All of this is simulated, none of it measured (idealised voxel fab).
The process module that follows is named voxel self aligned vias.
Cross-section cut spans 285 nm and uses square cells 5 nm in size.
Cross-sections here: square-cell grids, written as top-down lists of bands, a band being one or more rows of cells.
Basically the band line says how high the top is and how high the bottom is, in nm, and then what's in it from left to right, every material with its width in nm. Empty space shows up as "empty", and if a single material carries "all across" it runs the full band edge to edge.
A quick word on heights: they are counted from 0, and under that level the wafer as it came to us is one material throughout. The lowest band is different from the rest in having no bottom; it simply continues downward, written as in "from 0 down".
Width: "30 to 40" (first number = top row, second number = bottom row, same change from row to row of cells).
Given "same as before" for a step, no cell of the cross-section differs between before and after that step.
If an empty space has no open way to the top and is at least 8 cells in size, "Voids lacking openings" lists it, written width x height at distance, where distance is measured from the left edge and every value is in nm.
The remark found on a step's line after its settings is issued by the simulator itself and pertains to that step.
If you see "overlay nm" on a step's line and that step has a mask, it's telling you how far right of where it was planned the mask ended up; a negative number means it went left instead.

# Listed below are the process steps as planned
1) RECEIVE: material Si
2) CONFORMAL_DEP: material SiO2, thk nm 10
3) CONFORMAL_DEP: material SiCN, thk nm 5
4) DIRECTIONAL_DEP: material lowk, thk nm 20
5) MASKED_ETCH: tone open, mask id LINES, width nm 25, pitch nm 55, etch materials lowk, depth nm 20, overlay nm 0
6) CONFORMAL_DEP: material TiN, thk nm 5
7) FILL_DEP: material Ru, thk nm 10
8) CMP: height nm 35
9) SELECTIVE_ETCH: etch materials W Ru TiN, depth nm 5
10) FILL_DEP: material SiN, thk nm 10
11) CMP: height nm 35
12) DIRECTIONAL_DEP: material lowk, thk nm 20
13) PATTERN: tone open, mask id VIAS, material resist, width nm 35, pitch nm 110, thk nm 20, overlay nm 0
14) DIRECTIONAL_ETCH: etch materials lowk, depth nm 20
15) DIRECTIONAL_ETCH: etch materials SiN, depth nm 5
16) STRIP: etch materials resist
17) CONFORMAL_DEP: material TiN, thk nm 5
18) FILL_DEP: material W, thk nm 5
19) CMP: height nm 55
20) CONFORMAL_DEP: material SiN, thk nm 5

# First of two wafers, with the run carried out as planned

# Delivered wafer in cross-section: state after step 1
from 0 down  Si all across
Voids lacking openings: none

# Upon completion of step 2, the wafer appears in cross-section as shown
from 10 to 0  SiO2 all across
For the remainder of the cross-section, below 0, there is no change.

# Upon completion of step 3, the wafer appears in cross-section as shown
from 15 to 10  SiCN all across
For the remainder of the cross-section, below 10, there is no change.

# Upon completion of step 4, the wafer appears in cross-section as shown
from 35 to 15  lowk all across
For the remainder of the cross-section, below 15, there is no change.

# Upon completion of step 5, the wafer appears in cross-section as shown
from 35 to 15  lowk: 75; empty: 25; lowk: 30; empty: 25; lowk: 30; empty: 25; lowk: 75
For the remainder of the cross-section, below 15, there is no change.

# Upon completion of step 6, the wafer appears in cross-section as shown
from 40 to 35  TiN: 80; empty: 15; TiN: 40; empty: 15; TiN: 40; empty: 15; TiN: 80
from 35 to 20  lowk: 75; TiN: 5; empty: 15; TiN: 5; lowk: 30; TiN: 5; empty: 15; TiN: 5; lowk: 30; TiN: 5; empty: 15; TiN: 5; lowk: 75
from 20 to 15  lowk: 75; TiN: 25; lowk: 30; TiN: 25; lowk: 30; TiN: 25; lowk: 75
For the remainder of the cross-section, below 15, there is no change.

# Upon completion of step 7, the wafer appears in cross-section as shown
from 50 to 40  Ru all across
from 40 to 35  TiN: 80; Ru: 15; TiN: 40; Ru: 15; TiN: 40; Ru: 15; TiN: 80
from 35 to 20  lowk: 75; TiN: 5; Ru: 15; TiN: 5; lowk: 30; TiN: 5; Ru: 15; TiN: 5; lowk: 30; TiN: 5; Ru: 15; TiN: 5; lowk: 75
For the remainder of the cross-section, below 20, there is no change.

# Upon completion of step 8, the wafer appears in cross-section as shown
from 35 to 20  lowk: 75; TiN: 5; Ru: 15; TiN: 5; lowk: 30; TiN: 5; Ru: 15; TiN: 5; lowk: 30; TiN: 5; Ru: 15; TiN: 5; lowk: 75
For the remainder of the cross-section, below 20, there is no change.

# Upon completion of step 9, the wafer appears in cross-section as shown
from 35 to 30  lowk: 75; empty: 25; lowk: 30; empty: 25; lowk: 30; empty: 25; lowk: 75
For the remainder of the cross-section, below 30, there is no change.

# Upon completion of step 10, the wafer appears in cross-section as shown
from 45 to 35  SiN all across
from 35 to 30  lowk: 75; SiN: 25; lowk: 30; SiN: 25; lowk: 30; SiN: 25; lowk: 75
For the remainder of the cross-section, below 30, there is no change.

# Upon completion of step 11, the wafer appears in cross-section as shown
from 35 to 30  lowk: 75; SiN: 25; lowk: 30; SiN: 25; lowk: 30; SiN: 25; lowk: 75
For the remainder of the cross-section, below 30, there is no change.

# Upon completion of step 12, the wafer appears in cross-section as shown
from 55 to 35  lowk all across
For the remainder of the cross-section, below 35, there is no change.

# Upon completion of step 13, the wafer appears in cross-section as shown
from 75 to 55  resist: 70; empty: 35; resist: 75; empty: 35; resist: 70
For the remainder of the cross-section, below 55, there is no change.

# Upon completion of step 14, the wafer appears in cross-section as shown
from 75 to 55  resist: 70; empty: 35; resist: 75; empty: 35; resist: 70
from 55 to 35  lowk: 70; empty: 35; lowk: 75; empty: 35; lowk: 70
For the remainder of the cross-section, below 35, there is no change.

# Upon completion of step 15, the wafer appears in cross-section as shown
from 75 to 55  resist: 70; empty: 35; resist: 75; empty: 35; resist: 70
from 55 to 35  lowk: 70; empty: 35; lowk: 75; empty: 35; lowk: 70
from 35 to 30  lowk: 75; empty: 25; lowk: 30; SiN: 25; lowk: 30; empty: 25; lowk: 75
For the remainder of the cross-section, below 30, there is no change.

# Upon completion of step 16, the wafer appears in cross-section as shown
from 55 to 35  lowk: 70; empty: 35; lowk: 75; empty: 35; lowk: 70
For the remainder of the cross-section, below 35, there is no change.

# Upon completion of step 17, the wafer appears in cross-section as shown
from 60 to 55  TiN: 75; empty: 25; TiN: 85; empty: 25; TiN: 75
from 55 to 40  lowk: 70; TiN: 5; empty: 25; TiN: 5; lowk: 75; TiN: 5; empty: 25; TiN: 5; lowk: 70
from 40 to 35  lowk: 70; TiN: 10; empty: 15; TiN: 10; lowk: 75; TiN: 10; empty: 15; TiN: 10; lowk: 70
from 35 to 30  lowk: 75; TiN: 25; lowk: 30; SiN: 25; lowk: 30; TiN: 25; lowk: 75
For the remainder of the cross-section, below 30, there is no change.

# Upon completion of step 18, the wafer appears in cross-section as shown
from 65 to 60  W all across
from 60 to 55  TiN: 75; W: 25; TiN: 85; W: 25; TiN: 75
from 55 to 40  lowk: 70; TiN: 5; W: 25; TiN: 5; lowk: 75; TiN: 5; W: 25; TiN: 5; lowk: 70
from 40 to 35  lowk: 70; TiN: 10; W: 15; TiN: 10; lowk: 75; TiN: 10; W: 15; TiN: 10; lowk: 70
For the remainder of the cross-section, below 35, there is no change.

# Upon completion of step 19, the wafer appears in cross-section as shown
from 55 to 40  lowk: 70; TiN: 5; W: 25; TiN: 5; lowk: 75; TiN: 5; W: 25; TiN: 5; lowk: 70
For the remainder of the cross-section, below 40, there is no change.

# Upon completion of step 20, the wafer appears in cross-section as shown
from 60 to 55  SiN all across
For the remainder of the cross-section, below 55, there is no change.

# Second Wafer (Identical Start and Plan, One Processing Error; Matches First Wafer Through Step 1)

The second wafer cut through, at the time step 2 was supposed to be finished: same as before

# The second wafer cut through, at the time step 3 was supposed to be finished
from 5 to 0  SiCN all across
For the remainder of the cross-section, below 0, there is no change.

# The second wafer cut through, at the time step 4 was supposed to be finished
from 25 to 5  lowk all across
For the remainder of the cross-section, below 5, there is no change.

# The second wafer cut through, at the time step 5 was supposed to be finished
from 25 to 5  lowk: 75; empty: 25; lowk: 30; empty: 25; lowk: 30; empty: 25; lowk: 75
For the remainder of the cross-section, below 5, there is no change.

# The second wafer cut through, at the time step 6 was supposed to be finished
from 30 to 25  TiN: 80; empty: 15; TiN: 40; empty: 15; TiN: 40; empty: 15; TiN: 80
from 25 to 10  lowk: 75; TiN: 5; empty: 15; TiN: 5; lowk: 30; TiN: 5; empty: 15; TiN: 5; lowk: 30; TiN: 5; empty: 15; TiN: 5; lowk: 75
from 10 to 5  lowk: 75; TiN: 25; lowk: 30; TiN: 25; lowk: 30; TiN: 25; lowk: 75
For the remainder of the cross-section, below 5, there is no change.

# The second wafer cut through, at the time step 7 was supposed to be finished
from 40 to 30  Ru all across
from 30 to 25  TiN: 80; Ru: 15; TiN: 40; Ru: 15; TiN: 40; Ru: 15; TiN: 80
from 25 to 10  lowk: 75; TiN: 5; Ru: 15; TiN: 5; lowk: 30; TiN: 5; Ru: 15; TiN: 5; lowk: 30; TiN: 5; Ru: 15; TiN: 5; lowk: 75
For the remainder of the cross-section, below 10, there is no change.

# The second wafer cut through, at the time step 8 was supposed to be finished
from 35 to 30  Ru all across
For the remainder of the cross-section, below 30, there is no change.

# The second wafer cut through, at the time step 9 was supposed to be finished
from 30 to 25  TiN: 80; Ru: 15; TiN: 40; Ru: 15; TiN: 40; Ru: 15; TiN: 80
For the remainder of the cross-section, below 25, there is no change.

# The second wafer cut through, at the time step 10 was supposed to be finished
from 40 to 30  SiN all across
For the remainder of the cross-section, below 30, there is no change.

# The second wafer cut through, at the time step 11 was supposed to be finished
from 35 to 30  SiN all across
For the remainder of the cross-section, below 30, there is no change.

# The second wafer cut through, at the time step 12 was supposed to be finished
from 55 to 35  lowk all across
For the remainder of the cross-section, below 35, there is no change.

# The second wafer cut through, at the time step 13 was supposed to be finished
from 75 to 55  resist: 70; empty: 35; resist: 75; empty: 35; resist: 70
For the remainder of the cross-section, below 55, there is no change.

# The second wafer cut through, at the time step 14 was supposed to be finished
from 75 to 55  resist: 70; empty: 35; resist: 75; empty: 35; resist: 70
from 55 to 35  lowk: 70; empty: 35; lowk: 75; empty: 35; lowk: 70
For the remainder of the cross-section, below 35, there is no change.

# The second wafer cut through, at the time step 15 was supposed to be finished
from 75 to 55  resist: 70; empty: 35; resist: 75; empty: 35; resist: 70
from 55 to 35  lowk: 70; empty: 35; lowk: 75; empty: 35; lowk: 70
from 35 to 30  SiN: 70; empty: 35; SiN: 75; empty: 35; SiN: 70
For the remainder of the cross-section, below 30, there is no change.

# The second wafer cut through, at the time step 16 was supposed to be finished
from 55 to 35  lowk: 70; empty: 35; lowk: 75; empty: 35; lowk: 70
For the remainder of the cross-section, below 35, there is no change.

# The second wafer cut through, at the time step 17 was supposed to be finished
from 60 to 55  TiN: 75; empty: 25; TiN: 85; empty: 25; TiN: 75
from 55 to 35  lowk: 70; TiN: 5; empty: 25; TiN: 5; lowk: 75; TiN: 5; empty: 25; TiN: 5; lowk: 70
from 35 to 30  SiN: 70; TiN: 35; SiN: 75; TiN: 35; SiN: 70
For the remainder of the cross-section, below 30, there is no change.

# The second wafer cut through, at the time step 18 was supposed to be finished
from 65 to 60  W all across
from 60 to 55  TiN: 75; W: 25; TiN: 85; W: 25; TiN: 75
from 55 to 35  lowk: 70; TiN: 5; W: 25; TiN: 5; lowk: 75; TiN: 5; W: 25; TiN: 5; lowk: 70
For the remainder of the cross-section, below 35, there is no change.

# The second wafer cut through, at the time step 19 was supposed to be finished
from 55 to 35  lowk: 70; TiN: 5; W: 25; TiN: 5; lowk: 75; TiN: 5; W: 25; TiN: 5; lowk: 70
For the remainder of the cross-section, below 35, there is no change.

# The second wafer cut through, at the time step 20 was supposed to be finished
from 60 to 55  SiN all across
For the remainder of the cross-section, below 55, there is no change.
What went wrong in running the wafer? step 2 was dropped from the plan's execution and never run
Once processing is complete, comparing cell counts shows that the second wafer has more or fewer of certain materials than the first: 18 more of Ru | 38 more of SiN | 114 fewer of SiO2 | 54 more of TiN | 4 more of W
